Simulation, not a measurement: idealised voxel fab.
The following process module bears the name voxel local oxidation.
Each square cell in cross-section cut measures 5 nm, and the section as a whole is 265 nm wide.
We lay out every cross-section as a grid of square cells and spell it out in bands from the top down, where one band means one or more rows of cells.
Look at the band entry: it leads with the top's height and the bottom's height in nm. Then it lists the materials left to right, with a width in nm for each. The word "throughout" on a single material says that material fills the band edge to edge. The word "air" is empty space.
Heights from 0 (as-received wafer is one material below). Bottom band endless downward, as "from 0 down".
When a width is written as two numbers, as in "30->40", the first number is the width in the top row of cells of the band and the second is the width in its bottom row, and the width changes by the same amount from each row to the next.
"remained unchanged" after a step means that no cell of the cross-section changed.
The entry "Sealed internal cavities" lists the empty spaces that cover at least 8 cells and have no open path to the top. Each is written as width x height at distance, where the distance is measured from the left edge and all three values are in nm.
On a step's line, text after the settings is the simulator commenting on that step.
overlay nm: where the mask lay relative to plan, measured to the right, on steps with a mask; negatives go left.
So here's the lineup of process steps we planned
1: RECEIVE | material Si
2: OXIDIZE | depth nm 5
3: CONFORMAL_DEP | material SiN | thk nm 15
4: MASKED_ETCH | tone cover | mask id ACTIVE | width nm 100 | etch materials SiN | depth nm 15 | overlay nm 0
5: SELECTIVE_ETCH | etch materials SiO2 | depth nm 5
6: OXIDIZE | depth nm 10
7: STRIP | etch materials SiN
Wafer cross-section on receipt, i.e. after step 1
from 0 down: Si throughout
Sealed internal cavities: none
Cross-section: first of two wafers, module finished, run according to plan
from 0 to -5: 85 of air, then 90 of SiO2, then 90 of air
from -5 to -15: 95 of SiO2, then 70 of Si, then 100 of SiO2
from -15 down: Si throughout
Sealed internal cavities: none
Presented here is a cross-section of the second of the two wafers as it stood at the end of the module. It was started in the same manner and assigned the same plan as the first wafer; however, one mistake was made in its execution
from 0 to -5: 95 of air, then 90 of SiO2, then 80 of air
from -5 to -15: 105 of SiO2, then 70 of Si, then 90 of SiO2
from -15 down: Si throughout
Sealed internal cavities: none
Nonconformance to the process plan: step 4 was run on a setting that differed from the plan, and what really ran there is MASKED_ETCH | tone cover | mask id ACTIVE | width nm 100 | etch materials SiN | depth nm 15 | overlay nm 10
So at the finish, the second wafer's got exactly as many cells of each material as the first, just not in the same spots.
